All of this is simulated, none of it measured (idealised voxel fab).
Process module heading - voxel gate over fins
It is cross-section cut that appears here, measuring 225 nm in width, its square cells being 5 nm in size.
A cross-section in this document is a grid of square cells, and it is written down as bands, the top band listed before the ones below it; a band is made up of one or more rows of cells.
Per band: top height and bottom height in nm, followed by the left-to-right materials and their widths in nm; "edge to edge" marks a single material spanning edge to edge, "air" marks empty space.
Heads up on the height convention: 0 is the point under which the incoming wafer is all one material, and the lowest band has no bottom, it just keeps going down, like "from 0 down".
When a width is written as two numbers, as in "30..40", the first number is the width in the top row of cells of the band and the second is the width in its bottom row, and the width changes by the same amount from each row to the next.
It should be understood that the words "remained unchanged", when stated for a given step, signify that the cross-section underwent no change in any of its cells during that step.
"Completely enclosed voids" lists enclosed empty spaces (at least 8 cells, no open path upward to the top), each as width x height at distance from the left edge, in nm.
Anything after a step's settings on that line? It's the simulator's own note about the step.
overlay nm: mask right of planned place by this much (step with mask). Neg. = left.
-- This section lists the process steps that were planned
step 1: RECEIVE,material Si
step 2: CONFORMAL_DEP,material SiN,thk nm 5
step 3: PATTERN,tone cover,mask id FINS,material resist,width nm 15,pitch nm 40,thk nm 15,overlay nm 0
step 4: DIRECTIONAL_ETCH,etch materials SiN,depth nm 5
step 5: DIRECTIONAL_ETCH,etch materials Si,depth nm 40
step 6: STRIP,etch materials resist
step 7: OXIDIZE,depth nm 5
step 8: FILL_DEP,material SiO2,thk nm 10
step 9: CMP,height nm 5
step 10: SELECTIVE_ETCH,etch materials SiO2,depth nm 15
step 11: STRIP,etch materials SiN
step 12: CONFORMAL_DEP,material HfO2,thk nm 5
step 13: CONFORMAL_DEP,material TiN,thk nm 5
step 14: FILL_DEP,material W,thk nm 15
step 15: CMP,height nm 20
step 16: CONFORMAL_DEP,material SiCN,thk nm 5
-- As-received state of the wafer in cross-section, equivalent to post-step 1
	from 0 down: Si edge to edge
	Completely enclosed voids: none
-- End-of-module XS, first of two wafers, run as planned
	from 25 to 20: SiCN edge to edge
	from 20 to 10: W edge to edge
	from 10 to 5: W (40) / TiN (25) / W (15) / TiN (25) / W (15) / TiN (25) / W (15) / TiN (25) / W (40)
	from 5 to 0: W (40) / TiN (5) / HfO2 (15) / TiN (5) / W (15) / TiN (5) / HfO2 (15) / TiN (5) / W (15) / TiN (5) / HfO2 (15) / TiN (5) / W (15) / TiN (5) / HfO2 (15) / TiN (5) / W (40)
	from 0 to -5: TiN (45) / HfO2 (5) / Si (5) / HfO2 (5) / TiN (25) / HfO2 (5) / Si (5) / HfO2 (5) / TiN (25) / HfO2 (5) / Si (5) / HfO2 (5) / TiN (25) / HfO2 (5) / Si (5) / HfO2 (5) / TiN (45)
	from -5 to -10: HfO2 (50) / Si (5) / HfO2 (35) / Si (5) / HfO2 (35) / Si (5) / HfO2 (35) / Si (5) / HfO2 (50)
	from -10 to -45: SiO2 (50) / Si (5) / SiO2 (35) / Si (5) / SiO2 (35) / Si (5) / SiO2 (35) / Si (5) / SiO2 (50)
	from -45 down: Si edge to edge
	Completely enclosed voids: none
-- Cross-sectional view of the second of two wafers upon completion of the module. This wafer shared its starting condition and process plan with the first; one error was made during its execution
	from 25 to 20: SiCN edge to edge
	from 20 to 10: W edge to edge
	from 10 to 5: W (50) / TiN (25) / W (15) / TiN (25) / W (15) / TiN (25) / W (15) / TiN (25) / W (30)
	from 5 to 0: W (50) / TiN (5) / HfO2 (15) / TiN (5) / W (15) / TiN (5) / HfO2 (15) / TiN (5) / W (15) / TiN (5) / HfO2 (15) / TiN (5) / W (15) / TiN (5) / HfO2 (15) / TiN (5) / W (30)
	from 0 to -5: TiN (55) / HfO2 (5) / Si (5) / HfO2 (5) / TiN (25) / HfO2 (5) / Si (5) / HfO2 (5) / TiN (25) / HfO2 (5) / Si (5) / HfO2 (5) / TiN (25) / HfO2 (5) / Si (5) / HfO2 (5) / TiN (35)
	from -5 to -10: HfO2 (60) / Si (5) / HfO2 (35) / Si (5) / HfO2 (35) / Si (5) / HfO2 (35) / Si (5) / HfO2 (40)
	from -10 to -45: SiO2 (60) / Si (5) / SiO2 (35) / Si (5) / SiO2 (35) / Si (5) / SiO2 (35) / Si (5) / SiO2 (40)
	from -45 down: Si edge to edge
	Completely enclosed voids: none
The plan and the run diverged here: planned and actual differ for step 3; actual: PATTERN,tone cover,mask id FINS,material resist,width nm 15,pitch nm 40,thk nm 15,overlay nm 10
At the end, each material covers as many cells on the second wafer as it does on the first, though the cells it covers are elsewhere.
